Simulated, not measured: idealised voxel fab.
Process module under the name voxel tone inversion
FYI the section here is cut, 285 nm wide, cells are 5 nm squares.
Square cells in a grid make up a cross-section in this document, and the grid is given as bands, listed from the top down, each one or more rows of cells.
Top height, bottom height, nm. Materials left to right, width each, nm. Single material + "throughout" = fills band edge to edge. "blank" = empty.
Beneath 0, the wafer as received is one material, and that level is where height counting begins. The lowest band goes on downward without a bottom; it is written like "z 0 and below".
A width such as "30->40" changes by the same amount from each row of cells to the next, from the band's top row to its bottom row.
Reading "stayed the same" for a step: not a cell of the cross-section changed in it.
Empty spaces counting at least 8 cells and having no open way to the top are listed in "closed voids". The notation width x height at distance is used for each, the distance being from the left edge and all three values in nm.
It should be noted that, on the line of a given step, the content following the step's settings is a remark produced by the simulator itself with respect to that step.
Each step line may optionally specify "overlay nm", which for a step with a mask gives the rightward distance between the mask's planned place and where it lay, a negative value indicating the leftward direction.

### Steps in the process plan
1: RECEIVE,material Si
2: CONFORMAL_DEP,material SiN,thk nm 5
3: DIRECTIONAL_DEP,material aC,thk nm 20
4: PATTERN,tone cover,mask id POSTS,material resist,width nm 15,pitch nm 45,thk nm 30,overlay nm 0
5: DIRECTIONAL_ETCH,etch materials aC,depth nm 20
6: STRIP,etch materials resist
7: FILL_DEP,material lowk,thk nm 10
8: CMP,height nm 25
9: STRIP,etch materials aC
Quick note for whoever runs this: the wafers start identical, but the width nm at step 4 isn't the same across them. The plan just shows what the first wafer had.

### First of several wafers, received after step 1, in cross-section
	z 0 and below = Si throughout
	closed voids: none

### For your reference, the table is organized with a row per wafer; each row reflects the wafer at the end of the module, indicating for each material the cells gained (+) or lost (-) since receipt, and thereafter its closed voids
width nm 15; +57 SiN; +204 lowk; closed voids: none
width nm 20; +57 SiN; +196 lowk; closed voids: none
width nm 25; +57 SiN; +188 lowk; closed voids: none
width nm 30; +57 SiN; +180 lowk; closed voids: none
